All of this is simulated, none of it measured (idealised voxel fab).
Documented hereafter: the process module known as voxel quadruple lines.
Square cell edge 5 nm, section width 225 nm, ID cut.
Format of a cross-section: grid, square cells. Given as bands. Order: top down. Band: one or more rows of cells.
Band: top and bottom heights (nm) first, top before bottom; then materials from left to right, widths in nm. "throughout" marks a sole material filling the band edge to edge. "empty" denotes empty space.
Note: height 0 marks the level under which the wafer is uniformly one material as received. Lowest band unbounded below, written "0..down".
It should be noted that a width expressed as "30 to 40" varies in equal increments from row to row of cells within the band, taking the value of the first number at the top row and that of the second number at the bottom row.
Take "nothing got changed" at face value: in the step it is given for, the cross-section changed in none of its cells.
Closed-off voids of 8+ cells (no open route to the top) go in "Fully enclosed voids", written width x height at distance from the left edge, in nm.
Past the settings on a step's line: simulator remark, on that step.
"overlay nm" answers the question of how far to the right of plan the mask lay on a step that has a mask, and when it is negative the answer is to the left.

Listed below are the process steps as planned:
| 1 | op RECEIVE | material Si |
| 2 | op CONFORMAL_DEP | material SiO2 | thk nm 5 |
| 3 | op DIRECTIONAL_DEP | material W | thk nm 10 |
| 4 | op DIRECTIONAL_DEP | material polySi | thk nm 15 |
| 5 | op DIRECTIONAL_DEP | material aC | thk nm 20 |
| 6 | op PATTERN | tone cover | mask id MANDREL | material resist | width nm 20 | thk nm 30 | overlay nm 0 |
| 7 | op DIRECTIONAL_ETCH | etch materials aC | depth nm 20 |
| 8 | op STRIP | etch materials resist |
| 9 | op CONFORMAL_DEP | material SiO2 | thk nm 10 |
| 10 | op DIRECTIONAL_ETCH | etch materials SiO2 | depth nm 10 |
| 11 | op STRIP | etch materials aC |
| 12 | op DIRECTIONAL_ETCH | etch materials polySi | depth nm 15 |
| 13 | op STRIP | etch materials SiO2 |
| 14 | op CONFORMAL_DEP | material SiCN | thk nm 5 |
| 15 | op DIRECTIONAL_ETCH | etch materials SiCN | depth nm 5 |
| 16 | op STRIP | etch materials polySi |
| 17 | op DIRECTIONAL_ETCH | etch materials W | depth nm 10 |
| 18 | op STRIP | etch materials SiCN |
| 19 | op FILL_DEP | material SiO2 | thk nm 10 |
| 20 | op CMP | height nm 15 |

So this is the incoming wafer in cross-section - it's already been through step 1:
> 0..down: Si throughout
> Fully enclosed voids: none

first wafer at the end, as planned:
> 15..5: 85 nm SiO2  5 nm W  10 nm SiO2  5 nm W  10 nm SiO2  5 nm W  10 nm SiO2  5 nm W  90 nm SiO2
> 5..0: SiO2 throughout
> 0..down: Si throughout
> Fully enclosed voids: none

This is the second of the two wafers, cross-sectioned at the end of the module; it started exactly like the first and was given the same plan, but it was run with one mistake:
> 15..5: 95 nm SiO2  5 nm W  10 nm SiO2  5 nm W  10 nm SiO2  5 nm W  10 nm SiO2  5 nm W  80 nm SiO2
> 5..0: SiO2 throughout
> 0..down: Si throughout
> Fully enclosed voids: none
Plan not followed: heads up, step 6 didn't go per plan, it actually ran as op PATTERN | tone cover | mask id MANDREL | material resist | width nm 20 | thk nm 30 | overlay nm 10
End check, second vs first wafer: material counts in cells match, positions do not.
